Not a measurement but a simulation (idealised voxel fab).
Documented hereafter: the process module known as voxel gate over fins.
Square cells of 5 nm make up the cross-section cut, whose width is 205 nm.
Cross-sections here: square-cell grids, written as top-down lists of bands, a band being one or more rows of cells. Basically the band line says how high the top is and how high the bottom is, in nm, and then what's in it from left to right, every material with its width in nm. Empty space shows up as "empty", and if a single material carries "edge to edge" it runs the full band edge to edge. Below 0: as-received wafer, all one material; heights counted from there. Lowest band: no bottom, goes on down, written "0 nm and below". The width entry "30 to 40" should be interpreted row by row: the top row of cells in the band takes the first number, the bottom row takes the second number, and the change between adjacent rows is uniform throughout. Step marked "all unchanged"? Then no cell in the cross-section changed in it. Under "Sealed void listing" you'll find the enclosed gaps, the ones with no way out to the top, that are 8 cells or bigger; each reads width x height at distance, with distance counted from the left edge, everything in nm. The remark found on a step's line after its settings is issued by the simulator itself and pertains to that step. You can add "overlay nm" to a step's line. For a step with a mask, it describes how far the mask lay to the right of its planned position, and a negative number describes a lay to the left.

# So here's the lineup of process steps we planned
1 RECEIVE | material Si
2 CONFORMAL_DEP | material SiN | thk nm 5
3 DIRECTIONAL_DEP | material aC | thk nm 15
4 PATTERN | tone cover | mask id FINS | material resist | width nm 15 | pitch nm 45 | thk nm 30 | overlay nm 0
5 DIRECTIONAL_ETCH | etch materials aC | depth nm 15
6 STRIP | etch materials resist
7 DIRECTIONAL_ETCH | etch materials SiN | depth nm 5
8 DIRECTIONAL_ETCH | etch materials Si | depth nm 40
9 STRIP | etch materials aC
10 FILL_DEP | material SiO2 | thk nm 5
11 CMP | height nm 5
12 SELECTIVE_ETCH | etch materials SiO2 | depth nm 20
13 STRIP | etch materials SiN
14 CONFORMAL_DEP | material HfO2 | thk nm 5
15 CONFORMAL_DEP | material TiN | thk nm 5
16 FILL_DEP | material W | thk nm 15
17 CMP | height nm 20
18 CONFORMAL_DEP | material SiCN | thk nm 10

# So, the first of our two wafers, run just as we planned it

# As-received state of the wafer in cross-section, equivalent to post-step 1
    0 nm and below = Si edge to edge
    Sealed void listing: none

# Presented here is a cross-section of the wafer after step 2 has been performed
    5 nm to 0 nm = SiN edge to edge
    Everything below 0 is unchanged.

# Presented here is a cross-section of the wafer after step 3 has been performed
    20 nm to 5 nm = aC edge to edge
    Everything below 5 is unchanged.

# Presented here is a cross-section of the wafer after step 4 has been performed
    50 nm to 20 nm = 25 of empty | 15 of resist | 30 of empty | 15 of resist | 30 of empty | 15 of resist | 30 of empty | 15 of resist | 30 of empty
    Everything below 20 is unchanged.

# Presented here is a cross-section of the wafer after step 5 has been performed
    35 nm to 20 nm = 25 of empty | 15 of resist | 30 of empty | 15 of resist | 30 of empty | 15 of resist | 30 of empty | 15 of resist | 30 of empty
    20 nm to 5 nm = 25 of empty | 15 of aC | 30 of empty | 15 of aC | 30 of empty | 15 of aC | 30 of empty | 15 of aC | 30 of empty
    Everything below 5 is unchanged.

# Presented here is a cross-section of the wafer after step 6 has been performed
    20 nm to 5 nm = 25 of empty | 15 of aC | 30 of empty | 15 of aC | 30 of empty | 15 of aC | 30 of empty | 15 of aC | 30 of empty
    Everything below 5 is unchanged.

# Presented here is a cross-section of the wafer after step 7 has been performed
    20 nm to 5 nm = 25 of empty | 15 of aC | 30 of empty | 15 of aC | 30 of empty | 15 of aC | 30 of empty | 15 of aC | 30 of empty
    5 nm to 0 nm = 25 of empty | 15 of SiN | 30 of empty | 15 of SiN | 30 of empty | 15 of SiN | 30 of empty | 15 of SiN | 30 of empty
    Everything below 0 is unchanged.

# Presented here is a cross-section of the wafer after step 8 has been performed
    20 nm to 5 nm = 25 of empty | 15 of aC | 30 of empty | 15 of aC | 30 of empty | 15 of aC | 30 of empty | 15 of aC | 30 of empty
    5 nm to 0 nm = 25 of empty | 15 of SiN | 30 of empty | 15 of SiN | 30 of empty | 15 of SiN | 30 of empty | 15 of SiN | 30 of empty
    0 nm to -40 nm = 25 of empty | 15 of Si | 30 of empty | 15 of Si | 30 of empty | 15 of Si | 30 of empty | 15 of Si | 30 of empty
    Everything below -40 is unchanged.

# Presented here is a cross-section of the wafer after step 9 has been performed
    5 nm to 0 nm = 25 of empty | 15 of SiN | 30 of empty | 15 of SiN | 30 of empty | 15 of SiN | 30 of empty | 15 of SiN | 30 of empty
    Everything below 0 is unchanged.

# Presented here is a cross-section of the wafer after step 10 has been performed
    10 nm to 5 nm = SiO2 edge to edge
    5 nm to 0 nm = 25 of SiO2 | 15 of SiN | 30 of SiO2 | 15 of SiN | 30 of SiO2 | 15 of SiN | 30 of SiO2 | 15 of SiN | 30 of SiO2
    0 nm to -40 nm = 25 of SiO2 | 15 of Si | 30 of SiO2 | 15 of Si | 30 of SiO2 | 15 of Si | 30 of SiO2 | 15 of Si | 30 of SiO2
    Everything below -40 is unchanged.

# Presented here is a cross-section of the wafer after step 11 has been performed
    5 nm to 0 nm = 25 of SiO2 | 15 of SiN | 30 of SiO2 | 15 of SiN | 30 of SiO2 | 15 of SiN | 30 of SiO2 | 15 of SiN | 30 of SiO2
    Everything below 0 is unchanged.

# Presented here is a cross-section of the wafer after step 12 has been performed
    5 nm to 0 nm = 25 of empty | 15 of SiN | 30 of empty | 15 of SiN | 30 of empty | 15 of SiN | 30 of empty | 15 of SiN | 30 of empty
    0 nm to -15 nm = 25 of empty | 15 of Si | 30 of empty | 15 of Si | 30 of empty | 15 of Si | 30 of empty | 15 of Si | 30 of empty
    Everything below -15 is unchanged.

# Presented here is a cross-section of the wafer after step 13 has been performed
    0 nm to -15 nm = 25 of empty | 15 of Si | 30 of empty | 15 of Si | 30 of empty | 15 of Si | 30 of empty | 15 of Si | 30 of empty
    Everything below -15 is unchanged.

# Presented here is a cross-section of the wafer after step 14 has been performed
    5 nm to 0 nm = 20 of empty | 25 of HfO2 | 20 of empty | 25 of HfO2 | 20 of empty | 25 of HfO2 | 20 of empty | 25 of HfO2 | 25 of empty
    0 nm to -10 nm = 20 of empty | 5 of HfO2 | 15 of Si | 5 of HfO2 | 20 of empty | 5 of HfO2 | 15 of Si | 5 of HfO2 | 20 of empty | 5 of HfO2 | 15 of Si | 5 of HfO2 | 20 of empty | 5 of HfO2 | 15 of Si | 5 of HfO2 | 25 of empty
    -10 nm to -15 nm = 25 of HfO2 | 15 of Si | 30 of HfO2 | 15 of Si | 30 of HfO2 | 15 of Si | 30 of HfO2 | 15 of Si | 30 of HfO2
    Everything below -15 is unchanged.

# Presented here is a cross-section of the wafer after step 15 has been performed
    10 nm to 5 nm = 15 of empty | 35 of TiN | 10 of empty | 35 of TiN | 10 of empty | 35 of TiN | 10 of empty | 35 of TiN | 20 of empty
    5 nm to 0 nm = 15 of empty | 5 of TiN | 25 of HfO2 | 5 of TiN | 10 of empty | 5 of TiN | 25 of HfO2 | 5 of TiN | 10 of empty | 5 of TiN | 25 of HfO2 | 5 of TiN | 10 of empty | 5 of TiN | 25 of HfO2 | 5 of TiN | 20 of empty
    0 nm to -5 nm = 15 of empty | 5 of TiN | 5 of HfO2 | 15 of Si | 5 of HfO2 | 5 of TiN | 10 of empty | 5 of TiN | 5 of HfO2 | 15 of Si | 5 of HfO2 | 5 of TiN | 10 of empty | 5 of TiN | 5 of HfO2 | 15 of Si | 5 of HfO2 | 5 of TiN | 10 of empty | 5 of TiN | 5 of HfO2 | 15 of Si | 5 of HfO2 | 5 of TiN | 20 of empty
    -5 nm to -10 nm = 20 of TiN | 5 of HfO2 | 15 of Si | 5 of HfO2 | 20 of TiN | 5 of HfO2 | 15 of Si | 5 of HfO2 | 20 of TiN | 5 of HfO2 | 15 of Si | 5 of HfO2 | 20 of TiN | 5 of HfO2 | 15 of Si | 5 of HfO2 | 25 of TiN
    Everything below -10 is unchanged.

# Presented here is a cross-section of the wafer after step 16 has been performed
    25 nm to 10 nm = W edge to edge
    10 nm to 5 nm = 15 of W | 35 of TiN | 10 of W | 35 of TiN | 10 of W | 35 of TiN | 10 of W | 35 of TiN | 20 of W
    5 nm to 0 nm = 15 of W | 5 of TiN | 25 of HfO2 | 5 of TiN | 10 of W | 5 of TiN | 25 of HfO2 | 5 of TiN | 10 of W | 5 of TiN | 25 of HfO2 | 5 of TiN | 10 of W | 5 of TiN | 25 of HfO2 | 5 of TiN | 20 of W
    0 nm to -5 nm = 15 of W | 5 of TiN | 5 of HfO2 | 15 of Si | 5 of HfO2 | 5 of TiN | 10 of W | 5 of TiN | 5 of HfO2 | 15 of Si | 5 of HfO2 | 5 of TiN | 10 of W | 5 of TiN | 5 of HfO2 | 15 of Si | 5 of HfO2 | 5 of TiN | 10 of W | 5 of TiN | 5 of HfO2 | 15 of Si | 5 of HfO2 | 5 of TiN | 20 of W
    Everything below -5 is unchanged.

# Presented here is a cross-section of the wafer after step 17 has been performed
    20 nm to 10 nm = W edge to edge
    Everything below 10 is unchanged.

# Presented here is a cross-section of the wafer after step 18 has been performed
    30 nm to 20 nm = SiCN edge to edge
    Everything below 20 is unchanged.

# Wafer two. Same start, same plan, one slip in execution. Same as wafer one through step 1, inclusive

# Second wafer, cross-section, planned end of step 2
    5 nm to 0 nm = TiN edge to edge
    Everything below 0 is unchanged.

# Second wafer, cross-section, planned end of step 3
    20 nm to 5 nm = aC edge to edge
    Everything below 5 is unchanged.

# Second wafer, cross-section, planned end of step 4
    50 nm to 20 nm = 25 of empty | 15 of resist | 30 of empty | 15 of resist | 30 of empty | 15 of resist | 30 of empty | 15 of resist | 30 of empty
    Everything below 20 is unchanged.

# Second wafer, cross-section, planned end of step 5
    35 nm to 20 nm = 25 of empty | 15 of resist | 30 of empty | 15 of resist | 30 of empty | 15 of resist | 30 of empty | 15 of resist | 30 of empty
    20 nm to 5 nm = 25 of empty | 15 of aC | 30 of empty | 15 of aC | 30 of empty | 15 of aC | 30 of empty | 15 of aC | 30 of empty
    Everything below 5 is unchanged.

# Second wafer, cross-section, planned end of step 6
    20 nm to 5 nm = 25 of empty | 15 of aC | 30 of empty | 15 of aC | 30 of empty | 15 of aC | 30 of empty | 15 of aC | 30 of empty
    Everything below 5 is unchanged.

Second wafer, cross-section, planned end of step 7: all unchanged

Second wafer, cross-section, planned end of step 8: all unchanged

# Second wafer, cross-section, planned end of step 9
    5 nm to 0 nm = TiN edge to edge
    Everything below 0 is unchanged.

# Second wafer, cross-section, planned end of step 10
    10 nm to 5 nm = SiO2 edge to edge
    Everything below 5 is unchanged.

# Second wafer, cross-section, planned end of step 11
    5 nm to 0 nm = TiN edge to edge
    Everything below 0 is unchanged.

Second wafer, cross-section, planned end of step 12: all unchanged

Second wafer, cross-section, planned end of step 13: all unchanged

# Second wafer, cross-section, planned end of step 14
    10 nm to 5 nm = HfO2 edge to edge
    Everything below 5 is unchanged.

# Second wafer, cross-section, planned end of step 15
    15 nm to 10 nm = TiN edge to edge
    Everything below 10 is unchanged.

# Second wafer, cross-section, planned end of step 16
    30 nm to 15 nm = W edge to edge
    Everything below 15 is unchanged.

# Second wafer, cross-section, planned end of step 17
    20 nm to 15 nm = W edge to edge
    Everything below 15 is unchanged.

# Second wafer, cross-section, planned end of step 18
    30 nm to 20 nm = SiCN edge to edge
    Everything below 20 is unchanged.
Want to know what went wrong? step 2, actual vs plan mismatch, actual run CONFORMAL_DEP | material TiN | thk nm 5
Wafer comparison, final, in cells, second relative to first, materials more or fewer: 24 fewer of HfO2, 232 more of Si, 145 fewer of SiO2, 17 more of TiN, 80 fewer of W
